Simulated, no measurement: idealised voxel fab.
process module | voxel wiring stack
cross-section cut | 235 nm wide | cells 5 nm
A cross-section is a grid of square cells, given in bands from the top down. A band is one or more rows of cells.
Each band's line starts with the height of the band's top and of its bottom, in nm. Then come its materials from left to right, each with its width in nm. One material with "throughout" fills the band from edge to edge. "air" is empty space.
Height 0 is the level under which the wafer as received is all one material. The lowest band goes on downwards, as in "0 down".
A width such as "30 to 40" changes by the same amount from each row of cells to the next, from the band's top row to its bottom row.
"no change" after a step means that no cell of the cross-section changed.
closed voids: empty space of 8 cells or more with no open way to the top, each as width x height at its distance from the left edge, in nm
after a step's settings: what the simulator itself notes on the step
overlay nm, on a step with a mask: how far to the right of its planned place the mask lay; to the left if negative
plan
1 op RECEIVE | material Si
2 op CONFORMAL_DEP | material SiO2 | thk nm 10
3 op CONFORMAL_DEP | material SiCN | thk nm 5
4 op DIRECTIONAL_DEP | material SiO2 | thk nm 25
5 op MASKED_ETCH | tone open | mask id METAL_1 | width nm 25 | pitch nm 45 | etch materials SiO2 | depth nm 25 | overlay nm 0
6 op MASKED_ETCH | tone open | mask id METAL_1 | width nm 25 | pitch nm 45 | etch materials SiCN | depth nm 5 | overlay nm 0
7 op CONFORMAL_DEP | material TiN | thk nm 5
8 op FILL_DEP | material Cu | thk nm 10
9 op CMP | height nm 40
10 op CONFORMAL_DEP | material SiCN | thk nm 5
11 op DIRECTIONAL_DEP | material lowk | thk nm 30
12 op DIRECTIONAL_DEP | material aC | thk nm 10
13 op PATTERN | tone open | mask id METAL_2_HOLES | material resist | width nm 15 | pitch nm 90 | thk nm 30 | overlay nm 0
14 op DIRECTIONAL_ETCH | etch materials aC | depth nm 10
15 op STRIP | etch materials resist
16 op DIRECTIONAL_ETCH | etch materials lowk | depth nm 30
17 op STRIP | etch materials aC
18 op MASKED_ETCH | tone open | mask id METAL_2 | width nm 25 | pitch nm 45 | etch materials lowk | depth nm 20 | overlay nm 0
19 op MASKED_ETCH | tone open | mask id METAL_2 | width nm 25 | pitch nm 45 | etch materials SiCN | depth nm 5 | overlay nm 0
20 op CONFORMAL_DEP | material TiN | thk nm 5
21 op FILL_DEP | material Cu | thk nm 5
22 op CMP | height nm 75
23 op CONFORMAL_DEP | material SiCN | thk nm 5
24 op DIRECTIONAL_DEP | material lowk | thk nm 20
25 op MASKED_ETCH | tone open | mask id PLUG_2 | width nm 15 | pitch nm 90 | etch materials lowk | depth nm 20 | overlay nm 0
26 op MASKED_ETCH | tone open | mask id PLUG_2 | width nm 15 | pitch nm 90 | etch materials SiCN | depth nm 5 | overlay nm 0
27 op EPI | material Ru | thk nm 10
28 op EPI | material Ru | thk nm 10
29 op EPI | material Ru | thk nm 5
30 op CONFORMAL_DEP | material SiN | thk nm 5
31 op DIRECTIONAL_DEP | material lowk | thk nm 15
32 op PATTERN | tone open | mask id METAL_3 | material resist | width nm 25 | pitch nm 45 | thk nm 20 | overlay nm 0
33 op DIRECTIONAL_ETCH | etch materials lowk | depth nm 15
34 op DIRECTIONAL_ETCH | etch materials SiN | depth nm 5
35 op STRIP | etch materials resist
36 op CONFORMAL_DEP | material TiN | thk nm 5
37 op FILL_DEP | material Cu | thk nm 10
38 op CMP | height nm 120
39 op EPI | material Ru | thk nm 5
40 op FILL_DEP | material SiCN | thk nm 5
41 op DIRECTIONAL_DEP | material SiO2 | thk nm 10
42 op PATTERN | tone open | mask id PLUG_3 | material resist | width nm 15 | pitch nm 45 | thk nm 15 | overlay nm 0
43 op DIRECTIONAL_ETCH | etch materials SiO2 | depth nm 10
44 op DIRECTIONAL_ETCH | etch materials SiCN | depth nm 5
45 op STRIP | etch materials resist
46 op EPI | material Ru | thk nm 10
47 op EPI | material Ru | thk nm 5
48 op CONFORMAL_DEP | material SiCN | thk nm 5
49 op DIRECTIONAL_DEP | material SiO2 | thk nm 20
50 op PATTERN | tone open | mask id METAL_4 | material resist | width nm 25 | pitch nm 45 | thk nm 15 | overlay nm 0
51 op DIRECTIONAL_ETCH | etch materials SiO2 | depth nm 20
52 op DIRECTIONAL_ETCH | etch materials SiCN | depth nm 5
53 op STRIP | etch materials resist
54 op CONFORMAL_DEP | material TiN | thk nm 5
55 op FILL_DEP | material W | thk nm 10
56 op CMP | height nm 165
57 op CONFORMAL_DEP | material SiCN | thk nm 5
as received, after step 1
  0 down: Si throughout
  closed voids: none
first wafer at the end, as planned
  170 to 165: SiCN throughout
  165 to 145: SiO2 60 | TiN 5 | W 15 | TiN 5 | SiO2 20 | TiN 5 | W 15 | TiN 5 | SiO2 20 | TiN 5 | W 15 | TiN 5 | SiO2 60
  145 to 140: SiCN 60 | TiN 25 | SiCN 20 | TiN 25 | SiCN 20 | TiN 25 | SiCN 60
  140 to 130: SiO2 60 | Ru 15 | SiO2 30 | Ru 15 | SiO2 30 | Ru 15 | SiO2 70
  130 to 120: SiCN 60 to 55 | Ru 15 to 35 | SiCN 30 to 10 | Ru 15 to 35 | SiCN 30 to 10 | Ru 15 to 35 | SiCN 70 to 55
  120 to 105: lowk 60 | TiN 5 | Cu 15 | TiN 5 | lowk 20 | TiN 5 | Cu 15 | TiN 5 | lowk 20 | TiN 5 | Cu 15 | TiN 5 | lowk 60
  105 to 100: SiN 60 | TiN 25 | SiN 20 | TiN 25 | SiN 20 | TiN 25 | SiN 60
  100 to 80: lowk 60 | Ru 15 | lowk 75 | Ru 15 | lowk 70
  80 to 75: SiCN 60 | Ru 15 | SiCN 75 | Ru 15 | SiCN 70
  75 to 60: lowk 60 | TiN 5 | Cu 15 | TiN 5 | lowk 20 | TiN 5 | Cu 15 | TiN 5 | lowk 20 | TiN 5 | Cu 15 | TiN 5 | lowk 60
  60 to 55: lowk 60 | TiN 5 | Cu 5 | TiN 15 | lowk 20 | TiN 25 | lowk 20 | TiN 5 | Cu 5 | TiN 15 | lowk 60
  55 to 45: lowk 60 | TiN 5 | Cu 5 | TiN 5 | lowk 75 | TiN 5 | Cu 5 | TiN 5 | lowk 70
  45 to 40: SiCN 60 | TiN 15 | SiCN 75 | TiN 15 | SiCN 70
  40 to 15: SiO2 60 | TiN 5 | Cu 15 | TiN 5 | SiO2 20 | TiN 5 | Cu 15 | TiN 5 | SiO2 20 | TiN 5 | Cu 15 | TiN 5 | SiO2 60
  15 to 10: SiCN 60 | TiN 25 | SiCN 20 | TiN 25 | SiCN 20 | TiN 25 | SiCN 60
  10 to 0: SiO2 throughout
  0 down: Si throughout
  closed voids: none
second wafer at the end: like start, like plan, one mistake
  170 to 165: SiCN throughout
  165 to 145: SiO2 60 | TiN 5 | W 15 | TiN 5 | SiO2 20 | TiN 5 | W 15 | TiN 5 | SiO2 20 | TiN 5 | W 15 | TiN 5 | SiO2 60
  145 to 140: SiCN 60 | TiN 25 | SiCN 20 | TiN 25 | SiCN 20 | TiN 25 | SiCN 60
  140 to 130: SiO2 60 | Ru 15 | SiO2 30 | Ru 15 | SiO2 30 | Ru 15 | SiO2 70
  130 to 120: SiCN 60 to 55 | Ru 15 to 35 | SiCN 30 to 10 | Ru 15 to 35 | SiCN 30 to 10 | Ru 15 to 35 | SiCN 70 to 55
  120 to 105: lowk 60 | TiN 5 | Cu 15 | TiN 5 | lowk 20 | TiN 5 | Cu 15 | TiN 5 | lowk 20 | TiN 5 | Cu 15 | TiN 5 | lowk 60
  105 to 100: SiN 60 | TiN 25 | SiN 20 | TiN 25 | SiN 20 | TiN 25 | SiN 60
  100 to 80: lowk 60 | Ru 15 | lowk 75 | Ru 15 | lowk 70
  80 to 75: SiCN 60 | Ru 15 | SiCN 75 | Ru 15 | SiCN 70
  75 to 60: lowk 60 | TiN 5 | Cu 15 | TiN 5 | lowk 20 | TiN 5 | Cu 15 | TiN 5 | lowk 20 | TiN 5 | Cu 15 | TiN 5 | lowk 60
  60 to 55: lowk 60 | TiN 15 | Cu 5 | TiN 5 | lowk 20 | TiN 25 | lowk 20 | TiN 15 | Cu 5 | TiN 5 | lowk 60
  55 to 45: lowk 70 | TiN 5 | Cu 5 | TiN 5 | lowk 75 | TiN 5 | Cu 5 | TiN 5 | lowk 60
  45 to 40: SiCN 70 | TiN 15 | SiCN 75 | TiN 15 | SiCN 60
  40 to 15: SiO2 60 | TiN 5 | Cu 15 | TiN 5 | SiO2 20 | TiN 5 | Cu 15 | TiN 5 | SiO2 20 | TiN 5 | Cu 15 | TiN 5 | SiO2 60
  15 to 10: SiCN 60 | TiN 25 | SiCN 20 | TiN 25 | SiCN 20 | TiN 25 | SiCN 60
  10 to 0: SiO2 throughout
  0 down: Si throughout
  closed voids: none
what went wrong: step 13 ran as: op PATTERN | tone open | mask id METAL_2_HOLES | material resist | width nm 15 | pitch nm 90 | thk nm 30 | overlay nm 10
at the end the second wafer has, in cells: as many of each material as the first, in other places
